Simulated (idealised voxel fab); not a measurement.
process module | voxel double patterning
cross-section cut | 290 nm wide | cells 5 nm
A cross-section is a grid of square cells, given in bands from the top down. A band is one or more rows of cells.
Each band's line starts with the height of the band's top and of its bottom, in nm. Then come its materials from left to right, each with its width in nm. One material with "throughout" fills the band from edge to edge. "air" is empty space.
Height 0 is the level under which the wafer as received is all one material. The lowest band goes on downwards, as in "0 down".
A width such as "30 to 40" changes by the same amount from each row of cells to the next, from the band's top row to its bottom row.
"no change" after a step means that no cell of the cross-section changed.
closed voids: empty space of 8 cells or more with no open way to the top, each as width x height at its distance from the left edge, in nm
after a step's settings: what the simulator itself notes on the step
overlay nm, on a step with a mask: how far to the right of its planned place the mask lay; to the left if negative
plan
1 op RECEIVE | material Si
2 op CONFORMAL_DEP | material SiO2 | thk nm 5
3 op DIRECTIONAL_DEP | material TiN | thk nm 20
4 op DIRECTIONAL_DEP | material SiCN | thk nm 10
5 op DIRECTIONAL_DEP | material aC | thk nm 10
6 op PATTERN | tone open | mask id FIRST | material resist | width nm 15 | pitch nm 50 | thk nm 25 | overlay nm 0
7 op DIRECTIONAL_ETCH | etch materials aC | depth nm 10
8 op STRIP | etch materials resist
9 op DIRECTIONAL_ETCH | etch materials SiCN | depth nm 10
10 op STRIP | etch materials aC
11 op DIRECTIONAL_DEP | material aC | thk nm 15
12 op PATTERN | tone open | mask id SECOND | material resist | width nm 15 | pitch nm 50 | thk nm 35 | overlay nm 0
13 op DIRECTIONAL_ETCH | etch materials aC | depth nm 15
14 op STRIP | etch materials resist
15 op DIRECTIONAL_ETCH | etch materials SiCN | depth nm 10
16 op STRIP | etch materials aC
17 op DIRECTIONAL_ETCH | etch materials TiN | depth nm 20
18 op STRIP | etch materials SiCN
as received, after step 1
  0 down: Si throughout
  closed voids: none
first wafer at the end, as planned
  25 to 5: TiN 85 | air 15 | TiN 10 | air 15 | TiN 10 | air 15 | TiN 10 | air 15 | TiN 10 | air 15 | TiN 90
  5 to 0: SiO2 throughout
  0 down: Si throughout
  closed voids: none
second wafer at the end: like start, like plan, one mistake
  25 to 5: TiN 85 | air 20 | TiN 5 | air 15 | TiN 10 | air 20 | TiN 5 | air 15 | TiN 10 | air 20 | TiN 85
  5 to 0: SiO2 throughout
  0 down: Si throughout
  closed voids: none
what went wrong: step 6 ran as: op PATTERN | tone open | mask id FIRST | material resist | width nm 20 | pitch nm 50 | thk nm 25 | overlay nm 0
at the end the second wafer has, in cells: 12 fewer of TiN
